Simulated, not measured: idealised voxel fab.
Title: Process Module voxel self aligned contacts
Xsec cut, 185 nm wide, square cell size 5 nm.
A cross-section is a grid of square cells, given in bands from the top down. A band is one or more rows of cells. Band: top and bottom heights (nm) first, top before bottom; then materials from left to right, widths in nm. "everywhere" marks a sole material filling the band edge to edge. "empty" denotes empty space. Height is counted from the level 0, under which the received wafer is composed throughout of one material. The lowest of the bands is not closed at the bottom but continues downward, in the notation "0 -> down". The notation "30->40" denotes a width that varies across the rows of cells in the band, beginning at the first number in the top row, finishing at the second number in the bottom row, and changing by an identical amount from each row to the next. Reading "changes: none" for a step: not a cell of the cross-section changed in it. So "Voids lacking openings" is basically the list of trapped voids: any empty space of 8 cells or more that can't reach the top through an opening. They're written width x height at distance, the distance being from the left edge, and it's all nm. On each step's line, the part that comes after the settings is the simulator's own comment on the step. The line of a step may include "overlay nm". On a step with a mask, this value is how far to the right of its planned place the mask lay. A negative value means the mask lay to the left.
**Steps in the process plan**
1 RECEIVE,material Si
2 CONFORMAL_DEP,material SiO2,thk nm 5
3 DIRECTIONAL_DEP,material polySi,thk nm 25
4 DIRECTIONAL_DEP,material SiN,thk nm 20
5 PATTERN,tone cover,mask id GATE,material resist,width nm 25,pitch nm 60,thk nm 20,overlay nm 0
6 DIRECTIONAL_ETCH,etch materials SiN,depth nm 20
7 DIRECTIONAL_ETCH,etch materials polySi,depth nm 25
8 STRIP,etch materials resist
9 CONFORMAL_DEP,material SiN,thk nm 5
10 DIRECTIONAL_ETCH,etch materials SiN,depth nm 5
11 FILL_DEP,material SiO2,thk nm 20
12 CMP,height nm 60
13 PATTERN,tone open,mask id CONTACT,material resist,width nm 45,pitch nm 60,thk nm 15,overlay nm 0
14 DIRECTIONAL_ETCH,etch materials SiO2,depth nm 60
15 STRIP,etch materials resist
16 CONFORMAL_DEP,material TiN,thk nm 5
17 FILL_DEP,material Ru,thk nm 10
18 CMP,height nm 60
19 CONFORMAL_DEP,material SiCN,thk nm 5
**As received (post step 1): cross-section**
0 -> down  Si everywhere
Voids lacking openings: none
**The first of two wafers, cross-sectioned at the end of the module, with the run proceeding as planned**
65 -> 60  SiCN everywhere
60 -> 50  40 nm SiO2, then 5->15 nm TiN, then 35->15 nm Ru, then 5->15 nm TiN, then 15 nm SiO2, then 5->15 nm TiN, then 35->15 nm Ru, then 5->15 nm TiN, then 40 nm SiO2
50 -> 30  15 nm SiO2, then 35 nm SiN, then 5 nm TiN, then 15 nm Ru, then 5 nm TiN, then 35 nm SiN, then 5 nm TiN, then 15 nm Ru, then 5 nm TiN, then 35 nm SiN, then 15 nm SiO2
30 -> 5  15 nm SiO2, then 5 nm SiN, then 25 nm polySi, then 5 nm SiN, then 5 nm TiN, then 15 nm Ru, then 5 nm TiN, then 5 nm SiN, then 25 nm polySi, then 5 nm SiN, then 5 nm TiN, then 15 nm Ru, then 5 nm TiN, then 5 nm SiN, then 25 nm polySi, then 5 nm SiN, then 15 nm SiO2
5 -> 0  50 nm SiO2, then 25 nm TiN, then 35 nm SiO2, then 25 nm TiN, then 50 nm SiO2
0 -> down  Si everywhere
Voids lacking openings: none
**Same start, same plan as the first wafer - but one mistake in the run. Cross-section of the second of the two at the end of the module**
65 -> 60  SiCN everywhere
60 -> 55  15 nm SiO2, then 35 nm SiN, then 5 nm TiN, then 15 nm Ru, then 5 nm TiN, then 35 nm SiN, then 5 nm TiN, then 15 nm Ru, then 5 nm TiN, then 35 nm SiN, then 15 nm SiO2
55 -> 50  15 nm SiO2, then 35 nm SiN, then 25 nm TiN, then 35 nm SiN, then 25 nm TiN, then 35 nm SiN, then 15 nm SiO2
50 -> 30  SiN everywhere
30 -> 5  polySi everywhere
5 -> 0  SiO2 everywhere
0 -> down  Si everywhere
Voids lacking openings: none
Short version of what went wrong: step 4 of the plan saw execution twice
Counted in cells at the end, the second wafer holds more or fewer of these materials than the first: Ru: 68 fewer, SiN: 76 more, SiO2: 70 fewer, TiN: 48 fewer, polySi: 110 more
